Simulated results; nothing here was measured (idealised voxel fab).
A process module follows: voxel trench capacitor.
The width of the displayed cross-section, cut, is 225 nm; its cells are square, with a size of 5 nm.
Cross-sections here: square-cell grids, written as top-down lists of bands, a band being one or more rows of cells.
Band: top and bottom heights (nm) first, top before bottom; then materials from left to right, widths in nm. "full width" marks a sole material filling the band edge to edge. "empty" denotes empty space.
Ref level 0: as-received wafer is one material below here. Bottom band extends down with no lower bound ("0 down").
The width entry "30..40" should be interpreted row by row: the top row of cells in the band takes the first number, the bottom row takes the second number, and the change between adjacent rows is uniform throughout.
A step reported as "stayed the same" is a step in which no cell of the cross-section changed.
Heads up: "Completely sealed voids" only lists the empty pockets with no open path to the top that are 8 cells or more, and it writes them as width x height at distance, distance from the left edge, in nm.
after a step's settings: what the simulator itself notes on the step
Each step line may optionally specify "overlay nm", which for a step with a mask gives the rightward distance between the mask's planned place and where it lay, a negative value indicating the leftward direction.

# Intended process steps
- 1: RECEIVE | material Si
- 2: CONFORMAL_DEP | material SiN | thk nm 5
- 3: DIRECTIONAL_DEP | material aC | thk nm 10
- 4: PATTERN | tone open | mask id TRENCH | material resist | width nm 15 | pitch nm 45 | thk nm 25 | overlay nm 0
- 5: DIRECTIONAL_ETCH | etch materials aC | depth nm 10
- 6: STRIP | etch materials resist
- 7: DIRECTIONAL_ETCH | etch materials SiN | depth nm 5
- 8: DIRECTIONAL_ETCH | etch materials Si | depth nm 30
- 9: STRIP | etch materials aC
- 10: CONFORMAL_DEP | material Al2O3 | thk nm 5
- 11: FILL_DEP | material polySi | thk nm 10
- 12: CMP | height nm 5

# Incoming wafer in cross-section (state: after step 1)
* 0 down | Si full width
* Completely sealed voids: none

# Cross-section, first of two wafers, end of module, run as planned
* 5 to 0 | 80 SiN; 5 Al2O3; 5 polySi; 5 Al2O3; 30 SiN; 5 Al2O3; 5 polySi; 5 Al2O3; 85 SiN
* 0 to -25 | 80 Si; 5 Al2O3; 5 polySi; 5 Al2O3; 30 Si; 5 Al2O3; 5 polySi; 5 Al2O3; 85 Si
* -25 to -30 | 80 Si; 15 Al2O3; 30 Si; 15 Al2O3; 85 Si
* -30 down | Si full width
* Completely sealed voids: none

# Cross-section, second wafer: same start as the first, same plan as the first, one mistake in running it; taken at the end of the module
* 5 to 0 | 80 SiN; 5 Al2O3; 5 polySi; 5 Al2O3; 30 SiN; 5 Al2O3; 5 polySi; 5 Al2O3; 85 SiN
* 0 to -15 | 80 Si; 5 Al2O3; 5 polySi; 5 Al2O3; 30 Si; 5 Al2O3; 5 polySi; 5 Al2O3; 85 Si
* -15 to -20 | 80 Si; 15 Al2O3; 30 Si; 15 Al2O3; 85 Si
* -20 down | Si full width
* Completely sealed voids: none
Here's what went sideways: step 8 off recipe, ran as DIRECTIONAL_ETCH | etch materials Si | depth nm 20
Final comparison by cell count, materials where the second wafer has more or fewer than the first: Al2O3: 8 fewer | Si: 12 more | polySi: 4 fewer
